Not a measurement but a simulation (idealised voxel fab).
Title: Process Module voxel fin reveal
The width of the displayed cross-section, cut, is 300 nm; its cells are square, with a size of 5 nm.
Cross-section = grid of square cells, listed top down in bands; band = one or more rows. What a band's entry tells you: where the top is and where the bottom is, as heights in nm, and after that what lies inside, material by material from left to right, each with its width in nm. Empty space is written as the word "air", and a single material marked with the word "full width" occupies the band from edge to edge. Beneath 0, the wafer as received is one material, and that level is where height counting begins. The lowest band goes on downward without a bottom; it is written like "0..down". Quick explanation for "30..40": the width changes in equal steps down the rows of cells, from the first number in the band's top row to the second number in its bottom row. "no change" -> step changed no cross-section cell. "Encapsulated voids" enumerates empty spaces isolated from the top, with no open way to it, that contain at least 8 cells, giving each as width x height at distance from the left edge, all three in nm. Past the settings on a step's line: simulator remark, on that step. overlay nm: mask offset rightward from planned place, masked step; negative means leftward offset.

Process steps foreseen in the plan:
1: RECEIVE with material Si
2: CONFORMAL_DEP with material SiN, thk nm 10
3: PATTERN with tone cover, mask id FINS, material resist, width nm 15, pitch nm 35, thk nm 20, overlay nm 0
4: DIRECTIONAL_ETCH with etch materials SiN, depth nm 10
5: DIRECTIONAL_ETCH with etch materials Si, depth nm 35
6: STRIP with etch materials resist
7: OXIDIZE with depth nm 5
8: FILL_DEP with material SiO2, thk nm 15
9: CMP with height nm 10
10: SELECTIVE_ETCH with etch materials SiO2, depth nm 25
11: STRIP with etch materials SiN

Wafer at receipt (post step 1), cross-section:
  0..down = Si full width
  Encapsulated voids: none

The first of the two wafers as seen in cross-section once the module was finished; processing followed the plan:
  0..-15 = 130 nm air | 5 nm Si | 30 nm air | 5 nm Si | 130 nm air
  -15..-40 = 130 nm SiO2 | 5 nm Si | 30 nm SiO2 | 5 nm Si | 130 nm SiO2
  -40..down = Si full width
  Encapsulated voids: none

Cross-section at end of module for the second wafer of two, which matched the first in starting point and plan and differed by one mistake in its processing:
  0..-15 = 130 nm air | 5 nm Si | 30 nm air | 5 nm Si | 130 nm air
  -15..-30 = 130 nm SiO2 | 5 nm Si | 30 nm SiO2 | 5 nm Si | 130 nm SiO2
  -30..down = Si full width
  Encapsulated voids: none
Error vs. plan: note that step 5 departed from the planned setting and was carried out as DIRECTIONAL_ETCH with etch materials Si, depth nm 25
Bottom line after processing is that, in cells, the second wafer is up or down on some materials versus the first: 116 more of Si, 116 fewer of SiO2
